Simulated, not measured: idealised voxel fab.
process module | voxel capacitor over wiring
cross-section cut | 285 nm wide | cells 5 nm
A cross-section is a grid of square cells, given in bands from the top down. A band is one or more rows of cells.
Each band's line starts with the height of the band's top and of its bottom, in nm. Then come its materials from left to right, each with its width in nm. One material with "throughout" fills the band from edge to edge. "air" is empty space.
Height 0 is the level under which the wafer as received is all one material. The lowest band goes on downwards, as in "0 down".
A width such as "30 to 40" changes by the same amount from each row of cells to the next, from the band's top row to its bottom row.
"no change" after a step means that no cell of the cross-section changed.
closed voids: empty space of 8 cells or more with no open way to the top, each as width x height at its distance from the left edge, in nm
after a step's settings: what the simulator itself notes on the step
overlay nm, on a step with a mask: how far to the right of its planned place the mask lay; to the left if negative
plan
1 op RECEIVE | material Si
2 op CONFORMAL_DEP | material SiO2 | thk nm 15
3 op DIRECTIONAL_DEP | material TiN | thk nm 5
4 op DIRECTIONAL_DEP | material W | thk nm 25
5 op MASKED_ETCH | tone cover | mask id METAL_1 | width nm 20 | pitch nm 85 | etch materials W | depth nm 25 | overlay nm 0
6 op MASKED_ETCH | tone cover | mask id METAL_1 | width nm 20 | pitch nm 85 | etch materials TiN | depth nm 5 | overlay nm 0
7 op CONFORMAL_DEP | material SiCN | thk nm 5
8 op FILL_DEP | material SiO2 | thk nm 5
9 op CMP | height nm 45
10 op CONFORMAL_DEP | material SiCN | thk nm 5
11 op DIRECTIONAL_DEP | material SiO2 | thk nm 15
12 op PATTERN | tone open | mask id PLUG_1 | material resist | width nm 15 | thk nm 20 | overlay nm 0
13 op DIRECTIONAL_ETCH | etch materials SiO2 | depth nm 15
14 op DIRECTIONAL_ETCH | etch materials SiCN | depth nm 5
15 op STRIP | etch materials resist
16 op EPI | material Ru | thk nm 10
17 op EPI | material Ru | thk nm 10
18 op DIRECTIONAL_DEP | material TiN | thk nm 5
19 op DIRECTIONAL_DEP | material SiN | thk nm 5
20 op DIRECTIONAL_DEP | material TiN | thk nm 5
21 op MASKED_ETCH | tone cover | mask id UPPER_PLATE | width nm 70 | etch materials TiN | depth nm 5 | overlay nm 0
22 op MASKED_ETCH | tone cover | mask id UPPER_PLATE | width nm 70 | etch materials SiN | depth nm 5 | overlay nm 0
23 op MASKED_ETCH | tone cover | mask id LOWER_PLATE | width nm 80 | etch materials TiN | depth nm 5 | overlay nm 0
24 op FILL_DEP | material SiO2 | thk nm 20
25 op CMP | height nm 95
26 op PATTERN | tone open | mask id PLUG_2 | material resist | width nm 15 | thk nm 15 | overlay nm 0
27 op DIRECTIONAL_ETCH | etch materials SiO2 | depth nm 15
28 op STRIP | etch materials resist
29 op CONFORMAL_DEP | material TiN | thk nm 5
30 op FILL_DEP | material Cu | thk nm 5
31 op CMP | height nm 95
32 op CONFORMAL_DEP | material SiN | thk nm 5
as received, after step 1
  0 down: Si throughout
  closed voids: none
first wafer at the end, as planned
  100 to 95: SiN throughout
  95 to 85: SiO2 105 | TiN 5 | Cu 5 | TiN 5 | SiO2 165
  85 to 75: SiO2 105 to 95 | TiN 15 to 70 | SiO2 165 to 120
  75 to 70: SiO2 95 | SiN 70 | SiO2 120
  70 to 65: SiO2 90 | TiN 80 | SiO2 115
  65 to 50: SiO2 95 | Ru 15 | SiO2 175
  50 to 45: SiCN 95 | Ru 15 | SiCN 175
  45 to 20: SiO2 85 | SiCN 5 | W 20 | SiCN 5 | SiO2 55 | SiCN 5 | W 20 | SiCN 5 | SiO2 85
  20 to 15: SiCN 90 | TiN 20 | SiCN 65 | TiN 20 | SiCN 90
  15 to 0: SiO2 throughout
  0 down: Si throughout
  closed voids: none
second wafer at the end: like start, like plan, one mistake
  100 to 95: SiN throughout
  95 to 85: SiO2 105 | TiN 5 | Cu 5 | TiN 5 | SiO2 165
  85 to 80: SiO2 105 | TiN 15 | SiO2 165
  80 to 75: W throughout
  75 to 70: SiN throughout
  70 to 65: TiN throughout
  65 to 50: SiO2 95 | Ru 15 | SiO2 175
  50 to 45: SiCN 95 | Ru 15 | SiCN 175
  45 to 20: SiO2 85 | SiCN 5 | W 20 | SiCN 5 | SiO2 55 | SiCN 5 | W 20 | SiCN 5 | SiO2 85
  20 to 15: SiCN 90 | TiN 20 | SiCN 65 | TiN 20 | SiCN 90
  15 to 0: SiO2 throughout
  0 down: Si throughout
  closed voids: none
what went wrong: step 20 ran as: op DIRECTIONAL_DEP | material W | thk nm 5
at the end the second wafer has, in cells: 43 more of SiN | 127 fewer of SiO2 | 27 more of TiN | 57 more of W
